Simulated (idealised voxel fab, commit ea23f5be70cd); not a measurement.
process module | voxel air gaps
The cross-section on display is named cut; it measures 235 nm wide, and its cells are 5 nm squares.
Cross-section spec: square-cell grid; bands listed top down; each band is one or more rows. Within each band entry, the heights of the top and of the bottom of the band appear first, in that order and in nm; the materials of the band then follow from left to right, each with its corresponding width in nm. The designation "edge to edge" on a single material indicates that it fills the band from edge to edge; the designation "air" indicates empty space. All heights in this document are referenced to 0, defined as the level beneath which the wafer, as received, consists entirely of one material. The lowest band is not bounded below; it extends indefinitely downward and is written in the form "0 nm and below". So if you see something like "30 to 40" for the width, read it as the top row of the band sitting at the first number and the bottom row at the second, with every row in between moving by the same amount as the last. Take "nothing changed" at face value: in the step it is given for, the cross-section changed in none of its cells. Basically, "Voids, sealed" tells you about the enclosed voids: empty spaces with no open way to the top, 8 cells or bigger, each written width x height at distance, where distance is from the left edge, all in nm. Where a step's line continues beyond its settings, the continuation is a remark by the simulator itself on that step. overlay nm: right-of-plan distance of the mask on a masked step; negative values mean left-of-plan.
SET OUT BELOW ARE THE PLANNED STEPS OF THE PROCESS
1) RECEIVE: material Si
2) CONFORMAL_DEP: material SiO2, thk nm 15
3) CONFORMAL_DEP: material SiCN, thk nm 5
4) DIRECTIONAL_DEP: material lowk, thk nm 30
5) PATTERN: tone open, mask id LINES, material resist, width nm 20, pitch nm 50, thk nm 15, overlay nm 0
6) DIRECTIONAL_ETCH: etch materials lowk, depth nm 30
7) STRIP: etch materials resist
8) CONFORMAL_DEP: material TiN, thk nm 5
9) FILL_DEP: material W, thk nm 5
10) CMP: height nm 50
11) EPI: material Ru, thk nm 10
12) SELECTIVE_ETCH: etch materials lowk, depth nm 40
13) CONFORMAL_DEP: material SiCN, thk nm 5
DELIVERED WAFER IN CROSS-SECTION: STATE AFTER STEP 1
0 nm and below | Si edge to edge
Voids, sealed: none
SECTIONED VIEW, FIRST OF TWO WAFERS, AT THE CLOSE OF THE MODULE, PROCESSED AS INTENDED IN THE PLAN
65 nm to 60 nm | air: 40; SiCN: 150; air: 45
60 nm to 50 nm | air: 40; SiCN: 5; Ru: 40; SiCN: 10; Ru: 40; SiCN: 10; Ru: 40; SiCN: 5; air: 45
50 nm to 45 nm | air: 40; SiCN: 15; TiN: 5; W: 10; TiN: 5; SiCN: 30; TiN: 5; W: 10; TiN: 5; SiCN: 30; TiN: 5; W: 10; TiN: 5; SiCN: 15; air: 45
45 nm to 25 nm | air: 50; SiCN: 5; TiN: 5; W: 10; TiN: 5; SiCN: 5; air: 20; SiCN: 5; TiN: 5; W: 10; TiN: 5; SiCN: 5; air: 20; SiCN: 5; TiN: 5; W: 10; TiN: 5; SiCN: 5; air: 55
25 nm to 20 nm | SiCN: 55; TiN: 20; SiCN: 30; TiN: 20; SiCN: 30; TiN: 20; SiCN: 60
20 nm to 15 nm | SiCN edge to edge
15 nm to 0 nm | SiO2 edge to edge
0 nm and below | Si edge to edge
Voids, sealed: 20 x 20 at 80; 20 x 20 at 130
CROSS-SECTIONAL IMAGE OF THE SECOND WAFER OF THE TWO FOLLOWING COMPLETION OF THE MODULE. STARTING STATE AND PROCESS PLAN WERE THE SAME AS FOR THE FIRST WAFER; ONE EXECUTION ERROR OCCURRED
60 nm to 55 nm | air: 40; SiCN: 150; air: 45
55 nm to 45 nm | air: 40; SiCN: 5; Ru: 40; SiCN: 10; Ru: 40; SiCN: 10; Ru: 40; SiCN: 5; air: 45
45 nm to 40 nm | air: 40; SiCN: 15; TiN: 5; W: 10; TiN: 5; SiCN: 30; TiN: 5; W: 10; TiN: 5; SiCN: 30; TiN: 5; W: 10; TiN: 5; SiCN: 15; air: 45
40 nm to 25 nm | air: 50; SiCN: 5; TiN: 5; W: 10; TiN: 5; SiCN: 5; air: 20; SiCN: 5; TiN: 5; W: 10; TiN: 5; SiCN: 5; air: 20; SiCN: 5; TiN: 5; W: 10; TiN: 5; SiCN: 5; air: 55
25 nm to 20 nm | SiCN: 55; TiN: 20; SiCN: 30; TiN: 20; SiCN: 30; TiN: 20; SiCN: 60
20 nm to 15 nm | SiCN edge to edge
15 nm to 0 nm | SiO2 edge to edge
0 nm and below | Si edge to edge
Voids, sealed: 20 x 15 at 80; 20 x 15 at 130
Misprocessing identified: step 10 off recipe, ran as CMP: height nm 45
End of process, cell counts, second wafer against first, materials with more or fewer: SiCN -6; TiN -6; W -6
